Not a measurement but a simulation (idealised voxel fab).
The following is a process module called voxel self aligned vias.
Cross-sectional view cut (width: 255 nm; square cell size: 5 nm).
Cross-section spec: square-cell grid; bands listed top down; each band is one or more rows.
A band entry consists of two parts. The first gives the height of the band's top and the height of its bottom, in nm. The rest lists the band's materials from left to right, each with its width in nm. A single material labelled with the word "all across" fills the band from edge to edge, and the word "air" marks empty space.
For the purposes of this specification, 0 denotes the height below which the wafer in its as-received condition is composed wholly of one material, and the lowermost band, lacking a lower limit, extends downward without end, as expressed in "0 -> down".
When a width is written as two numbers, as in "30..40", the first number is the width in the top row of cells of the band and the second is the width in its bottom row, and the width changes by the same amount from each row to the next.
"remained unchanged" (step): cross-section cells unchanged, all of them.
Closed-off voids of 8+ cells (no open route to the top) go in "Trapped voids", written width x height at distance from the left edge, in nm.
Anything after a step's settings on that line? It's the simulator's own note about the step.
Among the settings permitted on a step's line is "overlay nm"; applied to a step with a mask, it specifies the extent to which the mask lay to the right of its planned position, whereas a negative figure signifies a position to the left.
## The steps planned for the process are as follows
1,RECEIVE [material Si]
2,CONFORMAL_DEP [material SiO2] [thk nm 15]
3,CONFORMAL_DEP [material SiCN] [thk nm 5]
4,DIRECTIONAL_DEP [material lowk] [thk nm 25]
5,PATTERN [tone open] [mask id LINES] [material resist] [width nm 30] [pitch nm 70] [thk nm 15] [overlay nm 0]
6,DIRECTIONAL_ETCH [etch materials lowk] [depth nm 25]
7,STRIP [etch materials resist]
8,CONFORMAL_DEP [material TiN] [thk nm 5]
9,FILL_DEP [material W] [thk nm 10]
10,CMP [height nm 45]
11,SELECTIVE_ETCH [etch materials W Ru TiN] [depth nm 5]
12,FILL_DEP [material SiN] [thk nm 5]
13,CMP [height nm 45]
14,DIRECTIONAL_DEP [material lowk] [thk nm 15]
15,DIRECTIONAL_DEP [material aC] [thk nm 15]
16,PATTERN [tone open] [mask id VIAS] [material resist] [width nm 50] [pitch nm 70] [thk nm 30] [overlay nm 0]
17,DIRECTIONAL_ETCH [etch materials aC] [depth nm 15]
18,STRIP [etch materials resist]
19,DIRECTIONAL_ETCH [etch materials lowk] [depth nm 15]
20,DIRECTIONAL_ETCH [etch materials SiN] [depth nm 5]
21,STRIP [etch materials aC]
22,CONFORMAL_DEP [material TiN] [thk nm 5]
23,FILL_DEP [material Cu] [thk nm 10]
24,CMP [height nm 60]
25,CONFORMAL_DEP [material SiN] [thk nm 5]
## Incoming wafer in cross-section (state: after step 1)
	0 -> down | Si all across
	Trapped voids: none
## End-of-module cross-section. Starting structure and process plan as above; one mistake made in running it
	65 -> 60 | SiN all across
	60 -> 50 | lowk (65), then TiN (5), then Cu (40), then TiN (5), then lowk (20), then TiN (5), then Cu (40), then TiN (5), then lowk (70)
	50 -> 45 | lowk (65), then TiN (15), then Cu (20), then TiN (15), then lowk (20), then TiN (15), then Cu (20), then TiN (15), then lowk (70)
	45 -> 35 | lowk (75), then TiN (30), then lowk (40), then TiN (30), then lowk (80)
	35 -> 30 | SiCN all across
	30 -> 0 | SiO2 all across
	0 -> down | Si all across
	Trapped voids: none
Deviation from plan: step 2 of the plan was twice carried out
